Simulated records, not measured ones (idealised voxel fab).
The process module presented herein is designated voxel self aligned contacts.
Cross-section cut spans 235 nm and uses square cells 5 nm in size.
Heads up, the way a cross-section reads in here is a grid of square cells, handed over as bands from the top down, with every band being one or more rows of cells. For a band, the entry starts with two heights in nm, that of the top and then that of the bottom, and carries on with the band's materials in order from left to right, each alongside its width in nm; the word "throughout" beside a single material means it fills the band edge to edge, and "air" means empty space. Beneath 0, the wafer as received is one material, and that level is where height counting begins. The lowest band goes on downward without a bottom; it is written like "0 and below". When a width is written as two numbers, as in "30->40", the first number is the width in the top row of cells of the band and the second is the width in its bottom row, and the width changes by the same amount from each row to the next. What does "identical to before" mean for a step? It means no cell of the cross-section changed in that step. Heads up: "Entrapped voids" only lists the empty pockets with no open path to the top that are 8 cells or more, and it writes them as width x height at distance, distance from the left edge, in nm. Note: text after step settings on the step line = simulator remark on that step. The line of a step may include "overlay nm". On a step with a mask, this value is how far to the right of its planned place the mask lay. A negative value means the mask lay to the left.
# The steps planned for the process are as follows
1,RECEIVE [material Si]
2,OXIDIZE [depth nm 5]
3,DIRECTIONAL_DEP [material polySi] [thk nm 20]
4,DIRECTIONAL_DEP [material SiN] [thk nm 15]
5,DIRECTIONAL_DEP [material aC] [thk nm 15]
6,PATTERN [tone cover] [mask id GATE] [material resist] [width nm 35] [pitch nm 60] [thk nm 30] [overlay nm 0]
7,DIRECTIONAL_ETCH [etch materials aC] [depth nm 15]
8,STRIP [etch materials resist]
9,DIRECTIONAL_ETCH [etch materials SiN] [depth nm 15]
10,DIRECTIONAL_ETCH [etch materials polySi] [depth nm 20]
11,STRIP [etch materials aC]
12,CONFORMAL_DEP [material SiN] [thk nm 5]
13,DIRECTIONAL_ETCH [etch materials SiN] [depth nm 5]
14,FILL_DEP [material SiO2] [thk nm 10]
15,CMP [height nm 40]
16,DIRECTIONAL_DEP [material aC] [thk nm 10]
17,PATTERN [tone open] [mask id CONTACT] [material resist] [width nm 35] [thk nm 30] [overlay nm 0]
18,DIRECTIONAL_ETCH [etch materials aC] [depth nm 10]
19,STRIP [etch materials resist]
20,DIRECTIONAL_ETCH [etch materials SiO2] [depth nm 45]
21,STRIP [etch materials aC]
22,CONFORMAL_DEP [material TiN] [thk nm 5]
23,FILL_DEP [material Ru] [thk nm 10]
24,CMP [height nm 40]
25,CONFORMAL_DEP [material SiN] [thk nm 5]
# Here's what the wafer looked like in cross-section when it arrived - that's after step 1
> 0 and below: Si throughout
> Entrapped voids: none
# Starting wafer: above. Plan: above. Run: one mistake. Cross-section after the module: below
> 45 down to 40: SiN throughout
> 40 down to 35: SiO2=100 / TiN=5 / Ru=5 / TiN=25 / SiO2=100
> 35 down to 20: SiO2=55 / SiN=45 / TiN=5 / Ru=5 / TiN=5 / SiN=45 / SiO2=75
> 20 down to 0: SiO2=55 / SiN=5 / polySi=35 / SiN=5 / TiN=5 / Ru=5 / TiN=5 / SiN=5 / polySi=35 / SiN=5 / SiO2=75
> 0 down to -5: SiO2=100 / TiN=15 / SiO2=120
> -5 and below: Si throughout
> Entrapped voids: none
In executing the process, a mistake was made relative to the plan: contrary to plan, step 6 was performed as PATTERN [tone cover] [mask id GATE] [material resist] [width nm 35] [pitch nm 60] [thk nm 30] [overlay nm -10]
